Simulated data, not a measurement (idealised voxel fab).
process module | voxel transistor to metal
cross-section cut | 190 nm wide | cells 5 nm
A cross-section is a grid of square cells, given in bands from the top down. A band is one or more rows of cells.
Each band's line starts with the height of the band's top and of its bottom, in nm. Then come its materials from left to right, each with its width in nm. One material with "throughout" fills the band from edge to edge. "air" is empty space.
Height 0 is the level under which the wafer as received is all one material. The lowest band goes on downwards, as in "0 down".
A width such as "30 to 40" changes by the same amount from each row of cells to the next, from the band's top row to its bottom row.
"no change" after a step means that no cell of the cross-section changed.
closed voids: empty space of 8 cells or more with no open way to the top, each as width x height at its distance from the left edge, in nm
after a step's settings: what the simulator itself notes on the step
overlay nm, on a step with a mask: how far to the right of its planned place the mask lay; to the left if negative
Each pair below shows a cross-section before one step and the cross-section after it, down to the lowest band that changed. The line under each pair gives the step between them, with its settings. The pairs can come from different runs of this module on the same starting wafer, so a pair continues from the pair above only where its "before" says so.
before
  85 to 65: air 40 | resist 20 | air 65 | resist 20 | air 45
  65 to 40: air 40 | Ru 20 | air 65 | Ru 20 | air 45
  40 to 35: TiN throughout
  35 to 25: SiO2 40 | TiN 5 | W 10 | TiN 5 | SiO2 65 | TiN 5 | W 10 | TiN 5 | SiO2 45
  25 to 5: SiO2 40 | TiN 5 | W 10 | TiN 5 | SiO2 15 | SiN 5 | TiN 5 | W 15 | TiN 5 | SiN 5 | SiO2 15 | TiN 5 | W 10 | TiN 5 | SiO2 45
  5 to 0: SiO2 30 | SiN 5 | SiO2 5 | TiN 5 | W 10 | TiN 5 | SiO2 15 | SiN 5 | TiN 5 | W 15 | TiN 5 | SiN 5 | SiO2 15 | TiN 5 | W 10 | TiN 5 | SiO2 5 | SiN 5 | SiO2 35
  0 to -5: SiO2 40 | TiN 20 | SiO2 10 | nSi 5 | TiN 35 | nSi 5 | SiO2 10 | TiN 20 | SiO2 45
  -5 to -10: SiO2 35 | nSi 40 | Si 35 | nSi 40 | SiO2 40
  -10 to -20: SiO2 35 | Si 115 | SiO2 40
  -20 down: Si throughout
  closed voids: none
after
  85 to 65: air 40 | resist 20 | air 65 | resist 20 | air 45
  65 to 40: air 40 | Ru 20 | air 65 | Ru 20 | air 45
  40 to 35: air 40 | TiN 20 | air 65 | TiN 20 | air 45
  below 35: unchanged
  closed voids: none
the step between: op DIRECTIONAL_ETCH | etch materials TiN | depth nm 5
before: the cross-section after the pair above
after
  65 to 40: air 40 | Ru 20 | air 65 | Ru 20 | air 45
  below 40: unchanged
  closed voids: none
the step between: op STRIP | etch materials resist
before: the cross-section after the pair above
after
  70 to 65: lowk throughout
  65 to 40: lowk 40 | Ru 20 | lowk 65 | Ru 20 | lowk 45
  40 to 35: lowk 40 | TiN 20 | lowk 65 | TiN 20 | lowk 45
  below 35: unchanged
  closed voids: none
the step between: op FILL_DEP | material lowk | thk nm 5
before: the cross-section after the pair above
after
  65 to 40: lowk 40 | Ru 20 | lowk 65 | Ru 20 | lowk 45
  below 40: unchanged
  closed voids: none
the step between: op CMP | height nm 65
before: the cross-section after the pair above
after
  70 to 65: SiCN throughout
  below 65: unchanged
  closed voids: none
the step between: op CONFORMAL_DEP | material SiCN | thk nm 5
before: the cross-section after the pair above
after
  100 to 70: SiO2 throughout
  below 70: unchanged
  closed voids: none
the step between: op DIRECTIONAL_DEP | material SiO2 | thk nm 30
before: the cross-section after the pair above
after
  115 to 100: aC throughout
  below 100: unchanged
  closed voids: none
the step between: op DIRECTIONAL_DEP | material aC | thk nm 15
before: the cross-section after the pair above
after
  145 to 115: resist 40 | air 20 | resist 65 | air 20 | resist 45
  below 115: unchanged
  closed voids: none
the step between: op PATTERN | tone open | mask id METAL_2 | material resist | width nm 20 | pitch nm 85 | thk nm 30 | overlay nm 0
before: the cross-section after the pair above
after
  130 to 115: resist 40 | air 20 | resist 65 | air 20 | resist 45
  115 to 100: aC 40 | air 20 | aC 65 | air 20 | aC 45
  below 100: unchanged
  closed voids: none
the step between: op DIRECTIONAL_ETCH | etch materials aC | depth nm 15
before: the cross-section after the pair above
after
  115 to 100: aC 40 | air 20 | aC 65 | air 20 | aC 45
  below 100: unchanged
  closed voids: none
the step between: op STRIP | etch materials resist
before: the cross-section after the pair above
after
  115 to 100: aC 40 | air 20 | aC 65 | air 20 | aC 45
  100 to 85: SiO2 40 | air 20 | SiO2 65 | air 20 | SiO2 45
  below 85: unchanged
  closed voids: none
the step between: op DIRECTIONAL_ETCH | etch materials SiO2 | depth nm 15
before: the cross-section after the pair above
after
  100 to 85: SiO2 40 | air 20 | SiO2 65 | air 20 | SiO2 45
  below 85: unchanged
  closed voids: none
the step between: op STRIP | etch materials aC
before: the cross-section after the pair above
after
  115 to 100: aC 40 | air 20 | aC 65 | air 20 | aC 45
  100 to 85: SiO2 40 | aC 20 | SiO2 65 | aC 20 | SiO2 45
  below 85: unchanged
  closed voids: none
the step between: op DIRECTIONAL_DEP | material aC | thk nm 15
before: the cross-section after the pair above
after
  150 to 115: resist 40 | air 15 | resist 70 | air 15 | resist 50
  115 to 100: aC 40 | air 15 | resist 5 | aC 65 | air 15 | resist 5 | aC 45
  below 100: unchanged
  closed voids: none
the step between: op PATTERN | tone open | mask id METAL_2_HOLES | material resist | width nm 15 | pitch nm 85 | thk nm 35 | overlay nm 0
before: the cross-section after the pair above
after
  135 to 115: resist 40 | air 15 | resist 70 | air 15 | resist 50
  115 to 100: aC 40 | air 15 | resist 5 | aC 65 | air 15 | resist 5 | aC 45
  100 to 85: SiO2 40 | air 15 | aC 5 | SiO2 65 | air 15 | aC 5 | SiO2 45
  below 85: unchanged
  closed voids: none
the step between: op DIRECTIONAL_ETCH | etch materials aC | depth nm 15
before: the cross-section after the pair above
after
  115 to 100: aC 40 | air 20 | aC 65 | air 20 | aC 45
  below 100: unchanged
  closed voids: none
the step between: op STRIP | etch materials resist
before: the cross-section after the pair above
after
  115 to 100: aC 40 | air 20 | aC 65 | air 20 | aC 45
  100 to 85: SiO2 40 | air 15 | aC 5 | SiO2 65 | air 15 | aC 5 | SiO2 45
  85 to 70: SiO2 40 | air 15 | SiO2 70 | air 15 | SiO2 50
  below 70: unchanged
  closed voids: none
the step between: op DIRECTIONAL_ETCH | etch materials SiO2 | depth nm 15
before: the cross-section after the pair above
after
  115 to 100: aC 40 | air 20 | aC 65 | air 20 | aC 45
  100 to 85: SiO2 40 | air 15 | aC 5 | SiO2 65 | air 15 | aC 5 | SiO2 45
  85 to 70: SiO2 40 | air 15 | SiO2 70 | air 15 | SiO2 50
  70 to 65: SiCN 40 | air 15 | SiCN 70 | air 15 | SiCN 50
  below 65: unchanged
  closed voids: none
the step between: op DIRECTIONAL_ETCH | etch materials SiCN | depth nm 5
before: the cross-section after the pair above
after
  100 to 85: SiO2 40 | air 20 | SiO2 65 | air 20 | SiO2 45
  below 85: unchanged
  closed voids: none
the step between: op STRIP | etch materials aC
before: the cross-section after the pair above
after
  105 to 100: TiN 45 | air 10 | TiN 75 | air 10 | TiN 50
  100 to 90: SiO2 40 | TiN 5 | air 10 | TiN 5 | SiO2 65 | TiN 5 | air 10 | TiN 5 | SiO2 45
  90 to 85: SiO2 40 | TiN 5 | air 5 | TiN 10 | SiO2 65 | TiN 5 | air 5 | TiN 10 | SiO2 45
  85 to 70: SiO2 40 | TiN 5 | air 5 | TiN 5 | SiO2 70 | TiN 5 | air 5 | TiN 5 | SiO2 50
  70 to 65: SiCN 40 | TiN 15 | SiCN 70 | TiN 15 | SiCN 50
  below 65: unchanged
  closed voids: none
the step between: op CONFORMAL_DEP | material TiN | thk nm 5
before: the cross-section after the pair above
after
  110 to 105: Cu throughout
  105 to 100: TiN 45 | Cu 10 | TiN 75 | Cu 10 | TiN 50
  100 to 90: SiO2 40 | TiN 5 | Cu 10 | TiN 5 | SiO2 65 | TiN 5 | Cu 10 | TiN 5 | SiO2 45
  90 to 85: SiO2 40 | TiN 5 | Cu 5 | TiN 10 | SiO2 65 | TiN 5 | Cu 5 | TiN 10 | SiO2 45
  85 to 70: SiO2 40 | TiN 5 | Cu 5 | TiN 5 | SiO2 70 | TiN 5 | Cu 5 | TiN 5 | SiO2 50
  below 70: unchanged
  closed voids: none
the step between: op FILL_DEP | material Cu | thk nm 5
before: the cross-section after the pair above
after
  100 to 90: SiO2 40 | TiN 5 | Cu 10 | TiN 5 | SiO2 65 | TiN 5 | Cu 10 | TiN 5 | SiO2 45
  below 90: unchanged
  closed voids: none
the step between: op CMP | height nm 100
before: the cross-section after the pair above
after
  105 to 100: SiCN throughout
  below 100: unchanged
  closed voids: none
the step between: op CONFORMAL_DEP | material SiCN | thk nm 5
before
  115 to 100: aC 40 | air 20 | aC 65 | air 20 | aC 45
  100 to 85: SiO2 40 | air 20 | SiO2 65 | air 20 | SiO2 45
  85 to 70: SiO2 throughout
  70 to 65: SiCN throughout
  65 to 40: lowk 40 | Ru 20 | lowk 65 | Ru 20 | lowk 45
  40 to 35: lowk 40 | TiN 20 | lowk 65 | TiN 20 | lowk 45
  35 to 25: SiO2 40 | TiN 5 | W 10 | TiN 5 | SiO2 65 | TiN 5 | W 10 | TiN 5 | SiO2 45
  25 to 5: SiO2 40 | TiN 5 | W 10 | TiN 5 | SiO2 15 | SiN 5 | HfO2 5 | TiN 5 | W 5 | TiN 5 | HfO2 5 | SiN 5 | SiO2 15 | TiN 5 | W 10 | TiN 5 | SiO2 45
  5 to 0: SiO2 30 | SiN 5 | SiO2 5 | TiN 5 | W 10 | TiN 5 | SiO2 15 | SiN 5 | HfO2 5 | TiN 15 | HfO2 5 | SiN 5 | SiO2 15 | TiN 5 | W 10 | TiN 5 | SiO2 5 | SiN 5 | SiO2 35
  0 to -5: SiO2 40 | TiN 20 | SiO2 10 | nSi 5 | HfO2 35 | nSi 5 | SiO2 10 | TiN 20 | SiO2 45
  -5 to -10: SiO2 35 | nSi 40 | Si 35 | nSi 40 | SiO2 40
  -10 to -20: SiO2 35 | Si 115 | SiO2 40
  -20 down: Si throughout
  closed voids: none
after
  115 to 100: aC 40 | air 20 | aC 65 | air 20 | aC 45
  100 to 70: SiO2 40 | air 20 | SiO2 65 | air 20 | SiO2 45
  below 70: unchanged
  closed voids: none
the step between: op DIRECTIONAL_ETCH | etch materials SiO2 | depth nm 15
before: the cross-section after the pair above
after
  100 to 70: SiO2 40 | air 20 | SiO2 65 | air 20 | SiO2 45
  below 70: unchanged
  closed voids: none
the step between: op STRIP | etch materials aC
before: the cross-section after the pair above
after
  115 to 100: aC 40 | air 20 | aC 65 | air 20 | aC 45
  100 to 85: SiO2 40 | air 20 | SiO2 65 | air 20 | SiO2 45
  85 to 70: SiO2 40 | aC 20 | SiO2 65 | aC 20 | SiO2 45
  below 70: unchanged
  closed voids: none
the step between: op DIRECTIONAL_DEP | material aC | thk nm 15
before: the cross-section after the pair above
after
  150 to 115: resist 40 | air 15 | resist 70 | air 15 | resist 50
  115 to 100: aC 40 | air 15 | resist 5 | aC 65 | air 15 | resist 5 | aC 45
  100 to 85: SiO2 40 | air 15 | resist 5 | SiO2 65 | air 15 | resist 5 | SiO2 45
  below 85: unchanged
  closed voids: none
the step between: op PATTERN | tone open | mask id METAL_2_HOLES | material resist | width nm 15 | pitch nm 85 | thk nm 35 | overlay nm 0
before: the cross-section after the pair above
after
  135 to 115: resist 40 | air 15 | resist 70 | air 15 | resist 50
  115 to 100: aC 40 | air 15 | resist 5 | aC 65 | air 15 | resist 5 | aC 45
  100 to 85: SiO2 40 | air 15 | resist 5 | SiO2 65 | air 15 | resist 5 | SiO2 45
  85 to 70: SiO2 40 | air 15 | aC 5 | SiO2 65 | air 15 | aC 5 | SiO2 45
  below 70: unchanged
  closed voids: none
the step between: op DIRECTIONAL_ETCH | etch materials aC | depth nm 15
before: the cross-section after the pair above
after
  115 to 100: aC 40 | air 20 | aC 65 | air 20 | aC 45
  100 to 85: SiO2 40 | air 20 | SiO2 65 | air 20 | SiO2 45
  below 85: unchanged
  closed voids: none
the step between: op STRIP | etch materials resist
before: the cross-section after the pair above
after
  115 to 100: aC 40 | air 20 | aC 65 | air 20 | aC 45
  100 to 85: SiO2 40 | air 20 | SiO2 65 | air 20 | SiO2 45
  85 to 70: SiO2 40 | air 15 | aC 5 | SiO2 65 | air 15 | aC 5 | SiO2 45
  70 to 65: SiCN 40 | air 15 | SiCN 70 | air 15 | SiCN 50
  below 65: unchanged
  closed voids: none
the step between: op DIRECTIONAL_ETCH | etch materials SiCN | depth nm 5
before: the cross-section after the pair above
after
  100 to 70: SiO2 40 | air 20 | SiO2 65 | air 20 | SiO2 45
  below 70: unchanged
  closed voids: none
the step between: op STRIP | etch materials aC
before: the cross-section after the pair above
after
  105 to 100: TiN 45 | air 10 | TiN 75 | air 10 | TiN 50
  100 to 75: SiO2 40 | TiN 5 | air 10 | TiN 5 | SiO2 65 | TiN 5 | air 10 | TiN 5 | SiO2 45
  75 to 70: SiO2 40 | TiN 5 | air 5 | TiN 10 | SiO2 65 | TiN 5 | air 5 | TiN 10 | SiO2 45
  70 to 65: SiCN 40 | TiN 15 | SiCN 70 | TiN 15 | SiCN 50
  below 65: unchanged
  closed voids: none
the step between: op CONFORMAL_DEP | material TiN | thk nm 5
before: the cross-section after the pair above
after
  110 to 105: Cu throughout
  105 to 100: TiN 45 | Cu 10 | TiN 75 | Cu 10 | TiN 50
  100 to 75: SiO2 40 | TiN 5 | Cu 10 | TiN 5 | SiO2 65 | TiN 5 | Cu 10 | TiN 5 | SiO2 45
  75 to 70: SiO2 40 | TiN 5 | Cu 5 | TiN 10 | SiO2 65 | TiN 5 | Cu 5 | TiN 10 | SiO2 45
  below 70: unchanged
  closed voids: none
the step between: op FILL_DEP | material Cu | thk nm 5
before: the cross-section after the pair above
after
  100 to 75: SiO2 40 | TiN 5 | Cu 10 | TiN 5 | SiO2 65 | TiN 5 | Cu 10 | TiN 5 | SiO2 45
  below 75: unchanged
  closed voids: none
the step between: op CMP | height nm 100
before: the cross-section after the pair above
after
  105 to 100: SiCN throughout
  below 100: unchanged
  closed voids: none
the step between: op CONFORMAL_DEP | material SiCN | thk nm 5
before
  35 to 30: air 70 | TiN 15 | air 15 | TiN 15 | air 75
  30 to 25: TiN 75 | SiN 5 | TiN 5 | air 15 | TiN 5 | SiN 5 | TiN 80
  25 to 5: SiO2 75 | SiN 5 | TiN 5 | air 15 | TiN 5 | SiN 5 | SiO2 80
  5 to 0: SiO2 30 | SiN 5 | SiO2 40 | SiN 5 | TiN 5 | air 15 | TiN 5 | SiN 5 | SiO2 40 | SiN 5 | SiO2 35
  0 to -5: SiO2 70 | nSi 5 | TiN 35 | nSi 5 | SiO2 75
  -5 to -10: SiO2 35 | nSi 40 | Si 35 | nSi 40 | SiO2 40
  -10 to -20: SiO2 35 | Si 115 | SiO2 40
  -20 down: Si throughout
  closed voids: none
after
  40 to 35: air 65 | HfO2 25 | air 5 | HfO2 25 | air 70
  35 to 30: HfO2 70 | TiN 15 | HfO2 5 | air 5 | HfO2 5 | TiN 15 | HfO2 75
  30 to 25: TiN 75 | SiN 5 | TiN 5 | HfO2 5 | air 5 | HfO2 5 | TiN 5 | SiN 5 | TiN 80
  25 to 5: SiO2 75 | SiN 5 | TiN 5 | HfO2 5 | air 5 | HfO2 5 | TiN 5 | SiN 5 | SiO2 80
  5 to 0: SiO2 30 | SiN 5 | SiO2 40 | SiN 5 | TiN 5 | HfO2 15 | TiN 5 | SiN 5 | SiO2 40 | SiN 5 | SiO2 35
  below 0: unchanged
  closed voids: none
the step between: op CONFORMAL_DEP | material HfO2 | thk nm 5
before: the cross-section after the pair above
after
  45 to 40: W throughout
  40 to 35: W 65 | HfO2 25 | W 5 | HfO2 25 | W 70
  35 to 30: HfO2 70 | TiN 15 | HfO2 5 | W 5 | HfO2 5 | TiN 15 | HfO2 75
  30 to 25: TiN 75 | SiN 5 | TiN 5 | HfO2 5 | W 5 | HfO2 5 | TiN 5 | SiN 5 | TiN 80
  25 to 5: SiO2 75 | SiN 5 | TiN 5 | HfO2 5 | W 5 | HfO2 5 | TiN 5 | SiN 5 | SiO2 80
  below 5: unchanged
  closed voids: none
the step between: op FILL_DEP | material W | thk nm 5
before: the cross-section after the pair above
after
  25 to 5: SiO2 75 | SiN 5 | TiN 5 | HfO2 5 | W 5 | HfO2 5 | TiN 5 | SiN 5 | SiO2 80
  below 5: unchanged
  closed voids: none
the step between: op CMP | height nm 25
before: the cross-section after the pair above
after
  35 to 25: SiO2 throughout
  below 25: unchanged
  closed voids: none
the step between: op DIRECTIONAL_DEP | material SiO2 | thk nm 10
before: the cross-section after the pair above
after
  50 to 35: aC throughout
  below 35: unchanged
  closed voids: none
the step between: op DIRECTIONAL_DEP | material aC | thk nm 15
before: the cross-section after the pair above
after
  85 to 50: resist 40 | air 20 | resist 65 | air 20 | resist 45
  below 50: unchanged
  closed voids: none
the step between: op PATTERN | tone open | mask id CONTACT | material resist | width nm 20 | pitch nm 85 | thk nm 35 | overlay nm 0
before: the cross-section after the pair above
after
  70 to 50: resist 40 | air 20 | resist 65 | air 20 | resist 45
  50 to 35: aC 40 | air 20 | aC 65 | air 20 | aC 45
  below 35: unchanged
  closed voids: none
the step between: op DIRECTIONAL_ETCH | etch materials aC | depth nm 15
before: the cross-section after the pair above
after
  50 to 35: aC 40 | air 20 | aC 65 | air 20 | aC 45
  below 35: unchanged
  closed voids: none
the step between: op STRIP | etch materials resist
before: the cross-section after the pair above
after
  50 to 35: aC 40 | air 20 | aC 65 | air 20 | aC 45
  35 to 25: SiO2 40 | air 20 | SiO2 65 | air 20 | SiO2 45
  25 to 5: SiO2 40 | air 20 | SiO2 15 | SiN 5 | TiN 5 | HfO2 5 | W 5 | HfO2 5 | TiN 5 | SiN 5 | SiO2 15 | air 20 | SiO2 45
  5 to 0: SiO2 30 | SiN 5 | SiO2 5 | air 20 | SiO2 15 | SiN 5 | TiN 5 | HfO2 15 | TiN 5 | SiN 5 | SiO2 15 | air 20 | SiO2 5 | SiN 5 | SiO2 35
  0 to -5: SiO2 40 | air 20 | SiO2 10 | nSi 5 | TiN 35 | nSi 5 | SiO2 10 | air 20 | SiO2 45
  below -5: unchanged
  closed voids: none
the step between: op DIRECTIONAL_ETCH | etch materials SiO2 | depth nm 40
before: the cross-section after the pair above
after
  35 to 25: SiO2 40 | air 20 | SiO2 65 | air 20 | SiO2 45
  below 25: unchanged
  closed voids: none
the step between: op STRIP | etch materials aC
before: the cross-section after the pair above
after
  40 to 35: TiN 45 | air 10 | TiN 75 | air 10 | TiN 50
  35 to 25: SiO2 40 | TiN 5 | air 10 | TiN 5 | SiO2 65 | TiN 5 | air 10 | TiN 5 | SiO2 45
  25 to 5: SiO2 40 | TiN 5 | air 10 | TiN 5 | SiO2 15 | SiN 5 | TiN 5 | HfO2 5 | W 5 | HfO2 5 | TiN 5 | SiN 5 | SiO2 15 | TiN 5 | air 10 | TiN 5 | SiO2 45
  5 to 0: SiO2 30 | SiN 5 | SiO2 5 | TiN 5 | air 10 | TiN 5 | SiO2 15 | SiN 5 | TiN 5 | HfO2 15 | TiN 5 | SiN 5 | SiO2 15 | TiN 5 | air 10 | TiN 5 | SiO2 5 | SiN 5 | SiO2 35
  0 to -5: SiO2 40 | TiN 20 | SiO2 10 | nSi 5 | TiN 35 | nSi 5 | SiO2 10 | TiN 20 | SiO2 45
  below -5: unchanged
  closed voids: none
the step between: op CONFORMAL_DEP | material TiN | thk nm 5
before: the cross-section after the pair above
after
  45 to 40: W throughout
  40 to 35: TiN 45 | W 10 | TiN 75 | W 10 | TiN 50
  35 to 25: SiO2 40 | TiN 5 | W 10 | TiN 5 | SiO2 65 | TiN 5 | W 10 | TiN 5 | SiO2 45
  25 to 5: SiO2 40 | TiN 5 | W 10 | TiN 5 | SiO2 15 | SiN 5 | TiN 5 | HfO2 5 | W 5 | HfO2 5 | TiN 5 | SiN 5 | SiO2 15 | TiN 5 | W 10 | TiN 5 | SiO2 45
  5 to 0: SiO2 30 | SiN 5 | SiO2 5 | TiN 5 | W 10 | TiN 5 | SiO2 15 | SiN 5 | TiN 5 | HfO2 15 | TiN 5 | SiN 5 | SiO2 15 | TiN 5 | W 10 | TiN 5 | SiO2 5 | SiN 5 | SiO2 35
  below 0: unchanged
  closed voids: none
the step between: op FILL_DEP | material W | thk nm 5
before: the cross-section after the pair above
after
  35 to 25: SiO2 40 | TiN 5 | W 10 | TiN 5 | SiO2 65 | TiN 5 | W 10 | TiN 5 | SiO2 45
  below 25: unchanged
  closed voids: none
the step between: op CMP | height nm 35
before: the cross-section after the pair above
after
  40 to 35: TiN throughout
  below 35: unchanged
  closed voids: none
the step between: op DIRECTIONAL_DEP | material TiN | thk nm 5
before: the cross-section after the pair above
after
  65 to 40: Ru throughout
  below 40: unchanged
  closed voids: none
the step between: op DIRECTIONAL_DEP | material Ru | thk nm 25
before: the cross-section after the pair above
after
  85 to 65: air 40 | resist 20 | air 65 | resist 20 | air 45
  below 65: unchanged
  closed voids: none
the step between: op PATTERN | tone cover | mask id METAL_1 | material resist | width nm 20 | pitch nm 85 | thk nm 20 | overlay nm 0
before: the cross-section after the pair above
after
  85 to 65: air 40 | resist 20 | air 65 | resist 20 | air 45
  65 to 40: air 40 | Ru 20 | air 65 | Ru 20 | air 45
  below 40: unchanged
  closed voids: none
the step between: op DIRECTIONAL_ETCH | etch materials Ru | depth nm 25
before: the cross-section after the pair above
after
  85 to 65: air 40 | resist 20 | air 65 | resist 20 | air 45
  65 to 40: air 40 | Ru 20 | air 65 | Ru 20 | air 45
  40 to 35: air 40 | TiN 20 | air 65 | TiN 20 | air 45
  below 35: unchanged
  closed voids: none
the step between: op DIRECTIONAL_ETCH | etch materials TiN | depth nm 5
before: the cross-section after the pair above
after
  65 to 40: air 40 | Ru 20 | air 65 | Ru 20 | air 45
  below 40: unchanged
  closed voids: none
the step between: op STRIP | etch materials resist
before: the cross-section after the pair above
after
  70 to 65: lowk throughout
  65 to 40: lowk 40 | Ru 20 | lowk 65 | Ru 20 | lowk 45
  40 to 35: lowk 40 | TiN 20 | lowk 65 | TiN 20 | lowk 45
  below 35: unchanged
  closed voids: none
the step between: op FILL_DEP | material lowk | thk nm 5
before: the cross-section after the pair above
after
  65 to 40: lowk 40 | Ru 20 | lowk 65 | Ru 20 | lowk 45
  below 40: unchanged
  closed voids: none
the step between: op CMP | height nm 65
before: the cross-section after the pair above
after
  70 to 65: SiCN throughout
  below 65: unchanged
  closed voids: none
the step between: op CONFORMAL_DEP | material SiCN | thk nm 5
before: the cross-section after the pair above
after
  100 to 70: SiO2 throughout
  below 70: unchanged
  closed voids: none
the step between: op DIRECTIONAL_DEP | material SiO2 | thk nm 30
before: the cross-section after the pair above
after
  115 to 100: aC throughout
  below 100: unchanged
  closed voids: none
the step between: op DIRECTIONAL_DEP | material aC | thk nm 15
before: the cross-section after the pair above
after
  145 to 115: resist 40 | air 20 | resist 65 | air 20 | resist 45
  below 115: unchanged
  closed voids: none
the step between: op PATTERN | tone open | mask id METAL_2 | material resist | width nm 20 | pitch nm 85 | thk nm 30 | overlay nm 0
before: the cross-section after the pair above
after
  130 to 115: resist 40 | air 20 | resist 65 | air 20 | resist 45
  115 to 100: aC 40 | air 20 | aC 65 | air 20 | aC 45
  below 100: unchanged
  closed voids: none
the step between: op DIRECTIONAL_ETCH | etch materials aC | depth nm 15
before: the cross-section after the pair above
after
  115 to 100: aC 40 | air 20 | aC 65 | air 20 | aC 45
  below 100: unchanged
  closed voids: none
the step between: op STRIP | etch materials resist
before: the cross-section after the pair above
after
  115 to 100: aC 40 | air 20 | aC 65 | air 20 | aC 45
  100 to 85: SiO2 40 | air 20 | SiO2 65 | air 20 | SiO2 45
  below 85: unchanged
  closed voids: none
the step between: op DIRECTIONAL_ETCH | etch materials SiO2 | depth nm 15
before: the cross-section after the pair above
after
  100 to 85: SiO2 40 | air 20 | SiO2 65 | air 20 | SiO2 45
  below 85: unchanged
  closed voids: none
the step between: op STRIP | etch materials aC
before: the cross-section after the pair above
after
  115 to 100: aC 40 | air 20 | aC 65 | air 20 | aC 45
  100 to 85: SiO2 40 | aC 20 | SiO2 65 | aC 20 | SiO2 45
  below 85: unchanged
  closed voids: none
the step between: op DIRECTIONAL_DEP | material aC | thk nm 15
before: the cross-section after the pair above
after
  150 to 115: resist 40 | air 15 | resist 70 | air 15 | resist 50
  115 to 100: aC 40 | air 15 | resist 5 | aC 65 | air 15 | resist 5 | aC 45
  below 100: unchanged
  closed voids: none
the step between: op PATTERN | tone open | mask id METAL_2_HOLES | material resist | width nm 15 | pitch nm 85 | thk nm 35 | overlay nm 0
before: the cross-section after the pair above
after
  135 to 115: resist 40 | air 15 | resist 70 | air 15 | resist 50
  115 to 100: aC 40 | air 15 | resist 5 | aC 65 | air 15 | resist 5 | aC 45
  100 to 85: SiO2 40 | air 15 | aC 5 | SiO2 65 | air 15 | aC 5 | SiO2 45
  below 85: unchanged
  closed voids: none
the step between: op DIRECTIONAL_ETCH | etch materials aC | depth nm 15
before: the cross-section after the pair above
after
  115 to 100: aC 40 | air 20 | aC 65 | air 20 | aC 45
  below 100: unchanged
  closed voids: none
the step between: op STRIP | etch materials resist
before: the cross-section after the pair above
after
  115 to 100: aC 40 | air 20 | aC 65 | air 20 | aC 45
  100 to 85: SiO2 40 | air 15 | aC 5 | SiO2 65 | air 15 | aC 5 | SiO2 45
  85 to 70: SiO2 40 | air 15 | SiO2 70 | air 15 | SiO2 50
  below 70: unchanged
  closed voids: none
the step between: op DIRECTIONAL_ETCH | etch materials SiO2 | depth nm 15
before: the cross-section after the pair above
after
  115 to 100: aC 40 | air 20 | aC 65 | air 20 | aC 45
  100 to 85: SiO2 40 | air 15 | aC 5 | SiO2 65 | air 15 | aC 5 | SiO2 45
  85 to 70: SiO2 40 | air 15 | SiO2 70 | air 15 | SiO2 50
  70 to 65: SiCN 40 | air 15 | SiCN 70 | air 15 | SiCN 50
  below 65: unchanged
  closed voids: none
the step between: op DIRECTIONAL_ETCH | etch materials SiCN | depth nm 5
before: the cross-section after the pair above
after
  100 to 85: SiO2 40 | air 20 | SiO2 65 | air 20 | SiO2 45
  below 85: unchanged
  closed voids: none
the step between: op STRIP | etch materials aC
before: the cross-section after the pair above
after
  105 to 100: TiN 45 | air 10 | TiN 75 | air 10 | TiN 50
  100 to 90: SiO2 40 | TiN 5 | air 10 | TiN 5 | SiO2 65 | TiN 5 | air 10 | TiN 5 | SiO2 45
  90 to 85: SiO2 40 | TiN 5 | air 5 | TiN 10 | SiO2 65 | TiN 5 | air 5 | TiN 10 | SiO2 45
  85 to 70: SiO2 40 | TiN 5 | air 5 | TiN 5 | SiO2 70 | TiN 5 | air 5 | TiN 5 | SiO2 50
  70 to 65: SiCN 40 | TiN 15 | SiCN 70 | TiN 15 | SiCN 50
  below 65: unchanged
  closed voids: none
the step between: op CONFORMAL_DEP | material TiN | thk nm 5
before: the cross-section after the pair above
after
  110 to 105: Cu throughout
  105 to 100: TiN 45 | Cu 10 | TiN 75 | Cu 10 | TiN 50
  100 to 90: SiO2 40 | TiN 5 | Cu 10 | TiN 5 | SiO2 65 | TiN 5 | Cu 10 | TiN 5 | SiO2 45
  90 to 85: SiO2 40 | TiN 5 | Cu 5 | TiN 10 | SiO2 65 | TiN 5 | Cu 5 | TiN 10 | SiO2 45
  85 to 70: SiO2 40 | TiN 5 | Cu 5 | TiN 5 | SiO2 70 | TiN 5 | Cu 5 | TiN 5 | SiO2 50
  below 70: unchanged
  closed voids: none
the step between: op FILL_DEP | material Cu | thk nm 5
before: the cross-section after the pair above
after
  100 to 90: SiO2 40 | TiN 5 | Cu 10 | TiN 5 | SiO2 65 | TiN 5 | Cu 10 | TiN 5 | SiO2 45
  below 90: unchanged
  closed voids: none
the step between: op CMP | height nm 100
before: the cross-section after the pair above
after
  105 to 100: SiCN throughout
  below 100: unchanged
  closed voids: none
the step between: op CONFORMAL_DEP | material SiCN | thk nm 5
before
  5 to 0: SiO2 30 | air 125 | SiO2 35
  0 to -20: SiO2 35 | Si 115 | SiO2 40
  -20 down: Si throughout
  closed voids: none
after
  5 to 0: SiO2 30 | air 125 | SiO2 35
  0 to -15: SiO2 throughout
  below -15: unchanged
  closed voids: none
the step between: op OXIDIZE | depth nm 15
before: the cross-section after the pair above
after
  35 to 30: polySi 30 | air 125 | polySi 35
  30 to 5: polySi throughout
  5 to 0: SiO2 30 | polySi 125 | SiO2 35
  below 0: unchanged
  closed voids: none
the step between: op DIRECTIONAL_DEP | material polySi | thk nm 30
before: the cross-section after the pair above
after
  50 to 45: SiCN 30 | air 125 | SiCN 35
  45 to 35: SiCN throughout
  35 to 30: polySi 30 | SiCN 125 | polySi 35
  below 30: unchanged
  closed voids: none
the step between: op DIRECTIONAL_DEP | material SiCN | thk nm 15
before: the cross-section after the pair above
after
  60 to 55: aC 30 | air 125 | aC 35
  55 to 50: aC throughout
  50 to 45: SiCN 30 | aC 125 | SiCN 35
  below 45: unchanged
  closed voids: none
the step between: op DIRECTIONAL_DEP | material aC | thk nm 10
before: the cross-section after the pair above
after
  85 to 60: air 80 | resist 25 | air 85
  60 to 55: aC 30 | air 50 | resist 25 | air 50 | aC 35
  below 55: unchanged
  closed voids: none
the step between: op PATTERN | tone cover | mask id GATE | material resist | width nm 25 | thk nm 25 | overlay nm 0
before: the cross-section after the pair above
after
  75 to 55: air 80 | resist 25 | air 85
  55 to 50: air 80 | aC 25 | air 85
  50 to 45: SiCN 30 | air 50 | aC 25 | air 50 | SiCN 35
  below 45: unchanged
  closed voids: none
the step between: op DIRECTIONAL_ETCH | etch materials aC | depth nm 10
before: the cross-section after the pair above
after
  55 to 50: air 80 | aC 25 | air 85
  below 50: unchanged
  closed voids: none
the step between: op STRIP | etch materials resist
before: the cross-section after the pair above
after
  55 to 45: air 80 | aC 25 | air 85
  45 to 35: air 80 | SiCN 25 | air 85
  35 to 30: polySi 30 | air 50 | SiCN 25 | air 50 | polySi 35
  below 30: unchanged
  closed voids: none
the step between: op DIRECTIONAL_ETCH | etch materials SiCN | depth nm 25
before: the cross-section after the pair above
after
  55 to 45: air 80 | aC 25 | air 85
  45 to 30: air 80 | SiCN 25 | air 85
  30 to 5: air 80 | polySi 25 | air 85
  5 to 0: SiO2 30 | air 50 | polySi 25 | air 50 | SiO2 35
  below 0: unchanged
  closed voids: none
the step between: op DIRECTIONAL_ETCH | etch materials polySi | depth nm 40
